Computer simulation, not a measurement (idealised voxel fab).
process module | voxel capacitor over wiring
cross-section cut | 180 nm wide | cells 5 nm
A cross-section is a grid of square cells, given in bands from the top down. A band is one or more rows of cells.
Each band's line starts with the height of the band's top and of its bottom, in nm. Then come its materials from left to right, each with its width in nm. One material with "throughout" fills the band from edge to edge. "air" is empty space.
Height 0 is the level under which the wafer as received is all one material. The lowest band goes on downwards, as in "0 down".
A width such as "30 to 40" changes by the same amount from each row of cells to the next, from the band's top row to its bottom row.
"no change" after a step means that no cell of the cross-section changed.
closed voids: empty space of 8 cells or more with no open way to the top, each as width x height at its distance from the left edge, in nm
after a step's settings: what the simulator itself notes on the step
overlay nm, on a step with a mask: how far to the right of its planned place the mask lay; to the left if negative
plan
1 op RECEIVE | material Si
2 op CONFORMAL_DEP | material SiO2 | thk nm 15
3 op CONFORMAL_DEP | material SiN | thk nm 5
4 op DIRECTIONAL_DEP | material lowk | thk nm 15
5 op PATTERN | tone open | mask id METAL_1 | material resist | width nm 30 | pitch nm 85 | thk nm 20 | overlay nm 0
6 op DIRECTIONAL_ETCH | etch materials lowk | depth nm 15
7 op DIRECTIONAL_ETCH | etch materials SiN | depth nm 5
8 op STRIP | etch materials resist
9 op CONFORMAL_DEP | material TiN | thk nm 5
10 op FILL_DEP | material Ru | thk nm 10
11 op CMP | height nm 35
12 op CONFORMAL_DEP | material SiCN | thk nm 5
13 op DIRECTIONAL_DEP | material lowk | thk nm 15
14 op DIRECTIONAL_DEP | material aC | thk nm 10
15 op PATTERN | tone open | mask id PLUG_1 | material resist | width nm 15 | thk nm 25 | overlay nm 0
16 op DIRECTIONAL_ETCH | etch materials aC | depth nm 10
17 op STRIP | etch materials resist
18 op DIRECTIONAL_ETCH | etch materials lowk | depth nm 15
19 op DIRECTIONAL_ETCH | etch materials SiCN | depth nm 5
20 op STRIP | etch materials aC
21 op CONFORMAL_DEP | material TiN | thk nm 5
22 op FILL_DEP | material W | thk nm 10
23 op CMP | height nm 55
24 op DIRECTIONAL_DEP | material TiN | thk nm 5
25 op DIRECTIONAL_DEP | material Al2O3 | thk nm 5
26 op DIRECTIONAL_DEP | material TiN | thk nm 10
27 op PATTERN | tone cover | mask id UPPER_PLATE | material resist | width nm 60 | thk nm 15 | overlay nm 0
28 op DIRECTIONAL_ETCH | etch materials TiN | depth nm 10
29 op DIRECTIONAL_ETCH | etch materials Al2O3 | depth nm 5
30 op STRIP | etch materials resist
31 op MASKED_ETCH | tone cover | mask id LOWER_PLATE | width nm 70 | etch materials TiN | depth nm 5 | overlay nm 0
32 op FILL_DEP | material SiO2 | thk nm 20
33 op CMP | height nm 90
34 op MASKED_ETCH | tone open | mask id PLUG_2 | width nm 15 | etch materials SiO2 | depth nm 15 | overlay nm 0
35 op CONFORMAL_DEP | material TiN | thk nm 5
36 op FILL_DEP | material W | thk nm 10
37 op CMP | height nm 90
38 op CONFORMAL_DEP | material SiN | thk nm 5
varied across the wafers: width nm of step 15. The plan shows the first wafer's value. All wafers start alike
first wafer as received, after step 1
  0 down: Si throughout
  closed voids: none
first wafer at the end, after step 38
  95 to 90: SiN throughout
  90 to 80: SiO2 55 | TiN 5 | W 5 | TiN 5 | SiO2 110
  80 to 75: SiO2 55 | TiN 15 | SiO2 110
  75 to 65: SiO2 45 | TiN 60 | SiO2 75
  65 to 60: SiO2 45 | Al2O3 60 | SiO2 75
  60 to 55: SiO2 40 | TiN 70 | SiO2 70
  55 to 40: lowk 45 | TiN 5 | W 5 | TiN 5 | lowk 120
  40 to 35: SiCN 45 | TiN 15 | SiCN 120
  35 to 20: lowk 30 | TiN 5 | Ru 20 | TiN 5 | lowk 55 | TiN 5 | Ru 20 | TiN 5 | lowk 35
  20 to 15: SiN 30 | TiN 30 | SiN 55 | TiN 30 | SiN 35
  15 to 0: SiO2 throughout
  0 down: Si throughout
  closed voids: none
last wafer at the end
  95 to 90: SiN throughout
  90 to 80: SiO2 55 | TiN 5 | W 5 | TiN 5 | SiO2 110
  80 to 75: SiO2 55 | TiN 15 | SiO2 110
  75 to 65: SiO2 45 | TiN 60 | SiO2 75
  65 to 60: SiO2 45 | Al2O3 60 | SiO2 75
  60 to 55: SiO2 40 | TiN 70 | SiO2 70
  55 to 40: lowk 40 | TiN 5 | W 20 | TiN 5 | lowk 110
  40 to 35: SiCN 40 | TiN 30 | SiCN 110
  35 to 20: lowk 30 | TiN 5 | Ru 20 | TiN 5 | lowk 55 | TiN 5 | Ru 20 | TiN 5 | lowk 35
  20 to 15: SiN 30 | TiN 30 | SiN 55 | TiN 30 | SiN 35
  15 to 0: SiO2 throughout
  0 down: Si throughout
  closed voids: none
each wafer at the end: cells of each material gained (+) or lost (-) since it was received, then its closed voids
width nm 15 | +12 Al2O3 | +24 Ru | +33 SiCN | +60 SiN | +301 SiO2 | +78 TiN | +5 W | +171 lowk | closed voids: none
width nm 20 | +12 Al2O3 | +24 Ru | +32 SiCN | +60 SiN | +301 SiO2 | +79 TiN | +8 W | +168 lowk | closed voids: none
width nm 25 | +12 Al2O3 | +24 Ru | +31 SiCN | +60 SiN | +301 SiO2 | +80 TiN | +11 W | +165 lowk | closed voids: none
width nm 30 | +12 Al2O3 | +24 Ru | +30 SiCN | +60 SiN | +301 SiO2 | +81 TiN | +14 W | +162 lowk | closed voids: none
